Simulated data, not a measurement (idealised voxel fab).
The following process module bears the name voxel transistor to metal.
185 nm wide, 5 nm square cells: that's cross-section cut.
A cross-section is a grid of square cells, given in bands from the top down. A band is one or more rows of cells. Look at the band entry: it leads with the top's height and the bottom's height in nm. Then it lists the materials left to right, with a width in nm for each. The word "throughout" on a single material says that material fills the band edge to edge. The word "empty" is empty space. Counting heights begins at 0, where everything beneath is, in the wafer as received, one material. The lowest band has no bottom; it goes on downwards, as "top 0, no bottom" shows. When a width is written as two numbers, as in "30..40", the first number is the width in the top row of cells of the band and the second is the width in its bottom row, and the width changes by the same amount from each row to the next. Given "nothing different" for a step, no cell of the cross-section differs between before and after that step. In "Enclosed void inventory" the enclosed voids are listed, meaning empty spaces of 8 cells or larger without any opening to the top. The form is width x height at distance, distance from the left edge, units nm. Anything after a step's settings on that line? It's the simulator's own note about the step. Regarding "overlay nm": on a step with a mask, it is the distance the mask lay to the right of its planned place; a negative value places it to the left.
### Steps planned for the process
1) RECEIVE,material Si
2) OXIDIZE,depth nm 5
3) CONFORMAL_DEP,material SiN,thk nm 10
4) DIRECTIONAL_DEP,material aC,thk nm 15
5) PATTERN,tone cover,mask id ACTIVE,material resist,width nm 110,thk nm 30,overlay nm 0
6) DIRECTIONAL_ETCH,etch materials aC,depth nm 15
7) STRIP,etch materials resist
8) DIRECTIONAL_ETCH,etch materials SiN,depth nm 10
9) DIRECTIONAL_ETCH,etch materials SiO2,depth nm 5
10) DIRECTIONAL_ETCH,etch materials Si,depth nm 30
11) STRIP,etch materials aC
12) FILL_DEP,material SiO2,thk nm 15
13) CMP,height nm 10
14) SELECTIVE_ETCH,etch materials SiO2,depth nm 10
15) STRIP,etch materials SiN
16) SELECTIVE_ETCH,etch materials SiO2,depth nm 5
17) OXIDIZE,depth nm 5
18) DIRECTIONAL_DEP,material polySi,thk nm 20
19) DIRECTIONAL_DEP,material SiCN,thk nm 10
20) MASKED_ETCH,tone cover,mask id GATE,width nm 30,etch materials SiCN,depth nm 20,overlay nm 0
21) MASKED_ETCH,tone cover,mask id GATE,width nm 30,etch materials polySi,depth nm 30,overlay nm 0
22) CONFORMAL_DEP,material SiO2,thk nm 5
23) DIRECTIONAL_ETCH,etch materials SiO2,depth nm 5
24) CONFORMAL_DEP,material SiN,thk nm 5
25) DIRECTIONAL_ETCH,etch materials SiN,depth nm 5
26) DIRECTIONAL_ETCH,etch materials SiO2,depth nm 5
27) DIRECTIONAL_ETCH,etch materials Si,depth nm 10
28) EPI,material nSi,thk nm 15
29) FILL_DEP,material SiO2,thk nm 5
30) CMP,height nm 15
31) STRIP,etch materials polySi
32) SELECTIVE_ETCH,etch materials SiO2,depth nm 5
33) CONFORMAL_DEP,material HfO2,thk nm 5
34) CONFORMAL_DEP,material TiN,thk nm 5
35) FILL_DEP,material W,thk nm 10
36) CMP,height nm 10
37) DIRECTIONAL_DEP,material SiO2,thk nm 10
38) DIRECTIONAL_DEP,material aC,thk nm 10
39) PATTERN,tone open,mask id CONTACT,material resist,width nm 15,pitch nm 75,thk nm 30,overlay nm 0
40) DIRECTIONAL_ETCH,etch materials aC,depth nm 10
41) STRIP,etch materials resist
42) DIRECTIONAL_ETCH,etch materials SiO2,depth nm 25
43) STRIP,etch materials aC
44) CONFORMAL_DEP,material TiN,thk nm 5
45) FILL_DEP,material Ru,thk nm 10
46) CMP,height nm 20
47) CONFORMAL_DEP,material SiN,thk nm 5
48) DIRECTIONAL_DEP,material lowk,thk nm 25
49) MASKED_ETCH,tone open,mask id METAL_1,width nm 15,pitch nm 75,etch materials lowk,depth nm 25,overlay nm 0
50) MASKED_ETCH,tone open,mask id METAL_1,width nm 15,pitch nm 75,etch materials SiN,depth nm 5,overlay nm 0
51) CONFORMAL_DEP,material TiN,thk nm 5
52) FILL_DEP,material Ru,thk nm 10
53) CMP,height nm 50
54) EPI,material Ru,thk nm 5
55) FILL_DEP,material SiCN,thk nm 5
56) DIRECTIONAL_DEP,material lowk,thk nm 30
57) PATTERN,tone open,mask id METAL_2,material resist,width nm 15,pitch nm 75,thk nm 15,overlay nm 0
58) DIRECTIONAL_ETCH,etch materials lowk,depth nm 20
59) STRIP,etch materials resist
60) MASKED_ETCH,tone open,mask id METAL_2_HOLES,width nm 15,pitch nm 75,etch materials lowk,depth nm 10,overlay nm 0
61) MASKED_ETCH,tone open,mask id METAL_2_HOLES,width nm 15,pitch nm 75,etch materials SiCN,depth nm 5,overlay nm 0
62) CONFORMAL_DEP,material TiN,thk nm 5
63) FILL_DEP,material Cu,thk nm 10
64) CMP,height nm 90
65) CONFORMAL_DEP,material SiN,thk nm 5
### Wafer cross-section on receipt, i.e. after step 1
- top 0, no bottom: Si throughout
- Enclosed void inventory: none
### Result of the module, cross-sectioned: start per above, plan per above, one error in how it was run
- top 95, bottom 90: SiN throughout
- top 90, bottom 60: lowk: 45 | SiN: 5 | Cu: 5 | SiN: 5 | lowk: 60 | SiN: 5 | Cu: 5 | SiN: 5 | lowk: 50
- top 60, bottom 55: SiCN: 45 | SiN: 15 | SiCN: 60 | SiN: 15 | SiCN: 50
- top 55, bottom 50: SiCN: 40 | Ru: 25 | SiCN: 50 | Ru: 25 | SiCN: 45
- top 50, bottom 25: lowk: 45 | TiN: 5 | Ru: 5 | TiN: 5 | lowk: 60 | TiN: 5 | Ru: 5 | TiN: 5 | lowk: 50
- top 25, bottom 20: SiN: 45 | TiN: 15 | SiN: 60 | TiN: 15 | SiN: 50
- top 20, bottom 10: SiO2: 45 | TiN: 5 | Ru: 5 | TiN: 5 | SiO2: 60 | TiN: 5 | Ru: 5 | TiN: 5 | SiO2: 50
- top 10, bottom 5: SiO2: 45 | TiN: 15 | SiO2: 5 | SiN: 5 | HfO2: 5 | TiN: 5 | W: 20 | TiN: 5 | HfO2: 5 | SiN: 5 | SiO2: 5 | TiN: 15 | SiO2: 50
- top 5, bottom 0: SiO2: 45 | TiN: 5 | nSi: 15 | SiN: 5 | HfO2: 5 | TiN: 5 | W: 20 | TiN: 5 | HfO2: 5 | SiN: 5 | nSi: 15 | TiN: 5 | SiO2: 50
- top 0, bottom -5: SiO2: 45 | TiN: 5 | nSi: 15 | SiN: 5 | HfO2: 5 | TiN: 30 | HfO2: 5 | SiN: 5 | nSi: 15 | TiN: 5 | SiO2: 50
- top -5, bottom -10: SiO2: 30 | nSi: 35 | SiO2: 5 | HfO2: 40 | SiO2: 5 | nSi: 35 | SiO2: 35
- top -10, bottom -20: SiO2: 35 | nSi: 30 | Si: 50 | nSi: 30 | SiO2: 40
- top -20, bottom -35: SiO2: 35 | Si: 110 | SiO2: 40
- top -35, no bottom: Si throughout
- Enclosed void inventory: none
So what did we get wrong on this run? step 62 deviated from plan and actually ran as CONFORMAL_DEP,material SiN,thk nm 5
